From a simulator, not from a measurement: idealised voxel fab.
process module | voxel transistor to metal
cross-section cut | 205 nm wide | cells 5 nm
A cross-section is a grid of square cells, given in bands from the top down. A band is one or more rows of cells.
Each band's line starts with the height of the band's top and of its bottom, in nm. Then come its materials from left to right, each with its width in nm. One material with "throughout" fills the band from edge to edge. "air" is empty space.
Height 0 is the level under which the wafer as received is all one material. The lowest band goes on downwards, as in "0 down".
A width such as "30 to 40" changes by the same amount from each row of cells to the next, from the band's top row to its bottom row.
"no change" after a step means that no cell of the cross-section changed.
closed voids: empty space of 8 cells or more with no open way to the top, each as width x height at its distance from the left edge, in nm
after a step's settings: what the simulator itself notes on the step
overlay nm, on a step with a mask: how far to the right of its planned place the mask lay; to the left if negative
plan
1 op RECEIVE | material Si
2 op CONFORMAL_DEP | material SiO2 | thk nm 5
3 op CONFORMAL_DEP | material SiN | thk nm 15
4 op DIRECTIONAL_DEP | material aC | thk nm 10
5 op PATTERN | tone cover | mask id ACTIVE | material resist | width nm 120 | thk nm 30 | overlay nm 0
6 op DIRECTIONAL_ETCH | etch materials aC | depth nm 10
7 op STRIP | etch materials resist
8 op DIRECTIONAL_ETCH | etch materials SiN | depth nm 15
9 op DIRECTIONAL_ETCH | etch materials SiO2 | depth nm 5
10 op DIRECTIONAL_ETCH | etch materials Si | depth nm 30
11 op STRIP | etch materials aC
12 op FILL_DEP | material SiO2 | thk nm 5
13 op CMP | height nm 20
14 op SELECTIVE_ETCH | etch materials SiO2 | depth nm 15
15 op STRIP | etch materials SiN
16 op SELECTIVE_ETCH | etch materials SiO2 | depth nm 5
17 op OXIDIZE | depth nm 5
18 op DIRECTIONAL_DEP | material polySi | thk nm 30
19 op DIRECTIONAL_DEP | material SiCN | thk nm 15
20 op DIRECTIONAL_DEP | material aC | thk nm 10
21 op PATTERN | tone cover | mask id GATE | material resist | width nm 20 | thk nm 30 | overlay nm 0
22 op DIRECTIONAL_ETCH | etch materials aC | depth nm 10
23 op STRIP | etch materials resist
24 op DIRECTIONAL_ETCH | etch materials SiCN | depth nm 25
25 op DIRECTIONAL_ETCH | etch materials polySi | depth nm 40
26 op STRIP | etch materials aC
27 op CONFORMAL_DEP | material SiN | thk nm 10
28 op DIRECTIONAL_ETCH | etch materials SiN | depth nm 10
29 op DIRECTIONAL_ETCH | etch materials SiO2 | depth nm 5
30 op EPI | material nSi | thk nm 5
31 op FILL_DEP | material SiO2 | thk nm 5
32 op CMP | height nm 45
33 op DIRECTIONAL_DEP | material SiO2 | thk nm 15
34 op PATTERN | tone open | mask id CONTACT | material resist | width nm 20 | pitch nm 80 | thk nm 15 | overlay nm 0
35 op DIRECTIONAL_ETCH | etch materials SiO2 | depth nm 60
36 op STRIP | etch materials resist
37 op CONFORMAL_DEP | material TiN | thk nm 5
38 op FILL_DEP | material W | thk nm 5
39 op CMP | height nm 60
40 op DIRECTIONAL_DEP | material TiN | thk nm 5
41 op DIRECTIONAL_DEP | material Ru | thk nm 15
42 op MASKED_ETCH | tone cover | mask id METAL_1 | width nm 20 | pitch nm 80 | etch materials Ru | depth nm 15 | overlay nm 0
43 op MASKED_ETCH | tone cover | mask id METAL_1 | width nm 20 | pitch nm 80 | etch materials TiN | depth nm 5 | overlay nm 0
44 op FILL_DEP | material SiO2 | thk nm 5
45 op CMP | height nm 80
46 op CONFORMAL_DEP | material SiCN | thk nm 5
47 op DIRECTIONAL_DEP | material lowk | thk nm 25
48 op PATTERN | tone open | mask id METAL_2_HOLES | material resist | width nm 15 | pitch nm 80 | thk nm 20 | overlay nm 0
49 op DIRECTIONAL_ETCH | etch materials lowk | depth nm 25
50 op STRIP | etch materials resist
51 op MASKED_ETCH | tone open | mask id METAL_2 | width nm 15 | pitch nm 80 | etch materials lowk | depth nm 15 | overlay nm 0
52 op MASKED_ETCH | tone open | mask id METAL_2 | width nm 20 | pitch nm 80 | etch materials SiCN | depth nm 5 | overlay nm 0
53 op CONFORMAL_DEP | material TiN | thk nm 5
54 op FILL_DEP | material Cu | thk nm 10
55 op CMP | height nm 110
56 op CONFORMAL_DEP | material SiN | thk nm 5
varied across the wafers: width nm of step 51. The plan shows the first wafer's value. All wafers start alike
first wafer as received, after step 1
  0 down: Si throughout
  closed voids: none
each wafer at the end: cells of each material gained (+) or lost (-) since it was received, then its closed voids
width nm 15 | +14 Cu | +24 Ru | -126 Si | +47 SiCN | +77 SiN | +564 SiO2 | +88 TiN | +44 W | +169 lowk | +18 nSi | +24 polySi | closed voids: none
width nm 20 | +14 Cu | +24 Ru | -126 Si | +47 SiCN | +77 SiN | +564 SiO2 | +88 TiN | +44 W | +169 lowk | +18 nSi | +24 polySi | closed voids: none
width nm 25 | +18 Cu | +24 Ru | -126 Si | +47 SiCN | +77 SiN | +564 SiO2 | +90 TiN | +44 W | +163 lowk | +18 nSi | +24 polySi | closed voids: none
width nm 30 | +22 Cu | +24 Ru | -126 Si | +47 SiCN | +77 SiN | +564 SiO2 | +92 TiN | +44 W | +157 lowk | +18 nSi | +24 polySi | closed voids: none
width nm 35 | +26 Cu | +24 Ru | -126 Si | +47 SiCN | +77 SiN | +564 SiO2 | +94 TiN | +44 W | +151 lowk | +18 nSi | +24 polySi | closed voids: none
